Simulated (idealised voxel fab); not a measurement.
A process module follows: voxel wiring stack.
Shown is cross-section cut, with a width of 210 nm and square cells of size 5 nm.
Each cross-section below is a grid of square cells, stated as bands in top-down order, with one or more rows of cells making up each band.
Per band: top height and bottom height in nm, followed by the left-to-right materials and their widths in nm; "edge to edge" marks a single material spanning edge to edge, "blank" marks empty space.
Zero point of the height axis is 0; under it, received wafer = one material. Lowest band: continues down indefinitely, "from 0 down".
The width entry "30..40" should be interpreted row by row: the top row of cells in the band takes the first number, the bottom row takes the second number, and the change between adjacent rows is uniform throughout.
It should be understood that the words "no change occurred", when stated for a given step, signify that the cross-section underwent no change in any of its cells during that step.
Heads up: "Closed cavity list" only lists the empty pockets with no open path to the top that are 8 cells or more, and it writes them as width x height at distance, distance from the left edge, in nm.
Read whatever lies past the settings on a step's line as the simulator's own remark about the step.
When a step includes a mask, the "overlay nm" setting on its line states how far to the right of its planned place that mask lay, and negative values state how far to the left.
# The steps planned for the process are as follows
1 RECEIVE with material Si
2 CONFORMAL_DEP with material SiO2, thk nm 10
3 DIRECTIONAL_DEP with material TiN, thk nm 5
4 DIRECTIONAL_DEP with material W, thk nm 25
5 PATTERN with tone cover, mask id METAL_1, material resist, width nm 20, pitch nm 55, thk nm 15, overlay nm 0
6 DIRECTIONAL_ETCH with etch materials W, depth nm 25
7 DIRECTIONAL_ETCH with etch materials TiN, depth nm 5
8 STRIP with etch materials resist
9 FILL_DEP with material lowk, thk nm 5
10 CMP with height nm 40
11 CONFORMAL_DEP with material SiCN, thk nm 5
12 DIRECTIONAL_DEP with material lowk, thk nm 10
13 DIRECTIONAL_DEP with material aC, thk nm 15
14 PATTERN with tone open, mask id PLUG_1, material resist, width nm 15, pitch nm 55, thk nm 30, overlay nm 0
15 DIRECTIONAL_ETCH with etch materials aC, depth nm 15
16 STRIP with etch materials resist
17 DIRECTIONAL_ETCH with etch materials lowk, depth nm 10
18 DIRECTIONAL_ETCH with etch materials SiCN, depth nm 5
19 STRIP with etch materials aC
20 EPI with material Ru, thk nm 10
21 EPI with material Ru, thk nm 5
22 CONFORMAL_DEP with material SiCN, thk nm 5
23 DIRECTIONAL_DEP with material SiO2, thk nm 25
24 DIRECTIONAL_DEP with material aC, thk nm 10
25 PATTERN with tone open, mask id METAL_2, material resist, width nm 30, pitch nm 55, thk nm 25, overlay nm 0
26 DIRECTIONAL_ETCH with etch materials aC, depth nm 10
27 STRIP with etch materials resist
28 DIRECTIONAL_ETCH with etch materials SiO2, depth nm 25
29 DIRECTIONAL_ETCH with etch materials SiCN, depth nm 5
30 STRIP with etch materials aC
31 CONFORMAL_DEP with material TiN, thk nm 5
32 FILL_DEP with material W, thk nm 5
33 CMP with height nm 85
34 CONFORMAL_DEP with material SiN, thk nm 5
Don't read the plan's width nm for step 5 as applying to every wafer: that's the first wafer's value, and the wafers differ in it, though they all start identical.
# Cross-section of the first incoming wafer of several, state after step 1
	from 0 down = Si edge to edge
	Closed cavity list: none
# Quick key for the table: a row per wafer, taken at the end of the module. For each material it tells you how many cells the wafer gained (+) or lost (-) since it came in, and the closed voids come after
width nm 20 | +27 Ru | +57 SiCN | +42 SiN | +204 SiO2 | +60 TiN | +120 W | +246 lowk | Closed cavity list: none
width nm 25 | +27 Ru | +57 SiCN | +42 SiN | +204 SiO2 | +63 TiN | +135 W | +228 lowk | Closed cavity list: none
width nm 30 | +27 Ru | +57 SiCN | +42 SiN | +204 SiO2 | +66 TiN | +150 W | +210 lowk | Closed cavity list: none
width nm 35 | +27 Ru | +57 SiCN | +42 SiN | +204 SiO2 | +69 TiN | +165 W | +192 lowk | Closed cavity list: none
width nm 40 | +27 Ru | +57 SiCN | +42 SiN | +204 SiO2 | +72 TiN | +180 W | +174 lowk | Closed cavity list: none
